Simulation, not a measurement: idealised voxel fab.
Process module, titled voxel gate over fins
Square cells of 5 nm make up the cross-section cut, whose width is 240 nm.
In this document a cross-section is written as a grid of square cells. It is given as a series of bands, listed from the top down, and a band is one or more rows of cells. Within each band entry, the heights of the top and of the bottom of the band appear first, in that order and in nm; the materials of the band then follow from left to right, each with its corresponding width in nm. The designation "full width" on a single material indicates that it fills the band from edge to edge; the designation "blank" indicates empty space. Where do heights start? At 0: under that level the wafer as delivered is made of one material only. And the lowest band has no floor; it just carries on downward, as in "0 and below". Read "30->40" as a graded width: first number on top, second number at the bottom, same change between each pair of neighbouring rows. The cross-section has no changed cell in any step marked "nothing changed". "Enclosed void list": empty spaces of 8 cells or more with no open way to the top, each given as width x height at distance, distance from the left edge, all in nm. Step line, after settings: the simulator's comment on this step. The line of a step may include "overlay nm". On a step with a mask, this value is how far to the right of its planned place the mask lay. A negative value means the mask lay to the left.

[The steps planned for the process are as follows]
1) RECEIVE (material Si)
2) CONFORMAL_DEP (material SiN; thk nm 5)
3) PATTERN (tone cover; mask id FINS; material resist; width nm 15; pitch nm 50; thk nm 15; overlay nm 0)
4) DIRECTIONAL_ETCH (etch materials SiN; depth nm 5)
5) DIRECTIONAL_ETCH (etch materials Si; depth nm 30)
6) STRIP (etch materials resist)
7) OXIDIZE (depth nm 5)
8) FILL_DEP (material SiO2; thk nm 5)
9) CMP (height nm 5)
10) MASKED_ETCH (tone open; mask id RAIL; width nm 15; etch materials SiO2; depth nm 30; overlay nm 0)
11) CONFORMAL_DEP (material TiN; thk nm 5)
12) FILL_DEP (material W; thk nm 10)
13) CMP (height nm 5)
14) SELECTIVE_ETCH (etch materials W Ru TiN; depth nm 20)
15) FILL_DEP (material SiO2; thk nm 5)
16) CMP (height nm 5)
17) SELECTIVE_ETCH (etch materials SiO2; depth nm 15)
18) STRIP (etch materials SiN)
19) CONFORMAL_DEP (material HfO2; thk nm 5)
20) CONFORMAL_DEP (material TiN; thk nm 5)
21) FILL_DEP (material W; thk nm 15)
22) CMP (height nm 20)
23) CONFORMAL_DEP (material SiN; thk nm 5)

[Step 1 complete: cross-section of the wafer as received]
  0 and below: Si full width
  Enclosed void list: none

[Cross-sectional image of the first of two wafers at the end of the module, the run having proceeded as planned]
  25 down to 20: SiN full width
  20 down to 10: W full width
  10 down to 5: W: 80; TiN: 25; W: 25; TiN: 25; W: 85
  5 down to 0: W: 80; TiN: 5; HfO2: 15; TiN: 5; W: 25; TiN: 5; HfO2: 15; TiN: 5; W: 85
  0 down to -5: TiN: 85; HfO2: 5; Si: 5; HfO2: 5; TiN: 35; HfO2: 5; Si: 5; HfO2: 5; TiN: 90
  -5 down to -10: HfO2: 90; Si: 5; HfO2: 45; Si: 5; HfO2: 95
  -10 down to -15: SiO2: 90; Si: 5; SiO2: 45; Si: 5; SiO2: 95
  -15 down to -20: SiO2: 90; Si: 5; SiO2: 15; TiN: 5; W: 5; TiN: 5; SiO2: 15; Si: 5; SiO2: 95
  -20 down to -25: SiO2: 90; Si: 5; SiO2: 15; TiN: 15; SiO2: 15; Si: 5; SiO2: 95
  -25 down to -35: SiO2: 90; Si: 5; SiO2: 45; Si: 5; SiO2: 95
  -35 and below: Si full width
  Enclosed void list: none

[This is the second of the two wafers, cross-sectioned at the end of the module; it started exactly like the first and was given the same plan, but it was run with one mistake]
  25 down to 20: SiN full width
  20 down to 10: W full width
  10 down to 5: W: 75; TiN: 35; W: 15; TiN: 35; W: 80
  5 down to 0: W: 75; TiN: 5; HfO2: 25; TiN: 5; W: 15; TiN: 5; HfO2: 25; TiN: 5; W: 80
  0 down to -5: TiN: 80; HfO2: 5; Si: 15; HfO2: 5; TiN: 25; HfO2: 5; Si: 15; HfO2: 5; TiN: 85
  -5 down to -10: HfO2: 85; Si: 15; HfO2: 35; Si: 15; HfO2: 90
  -10 down to -15: SiO2: 85; Si: 15; SiO2: 35; Si: 15; SiO2: 90
  -15 down to -20: SiO2: 85; Si: 15; SiO2: 10; TiN: 5; W: 5; TiN: 5; SiO2: 10; Si: 15; SiO2: 90
  -20 down to -25: SiO2: 85; Si: 15; SiO2: 10; TiN: 15; SiO2: 10; Si: 15; SiO2: 90
  -25 down to -35: SiO2: 85; Si: 15; SiO2: 35; Si: 15; SiO2: 90
  -35 and below: Si full width
  Enclosed void list: none
Nonconformance to the process plan: step 3 was run on a setting that differed from the plan, and what really ran there is PATTERN (tone cover; mask id FINS; material resist; width nm 25; pitch nm 50; thk nm 15; overlay nm 0)
Heads up, by the end the second wafer has more or fewer cells of some materials compared to the first: Si: 28 more; SiO2: 20 fewer; W: 8 fewer
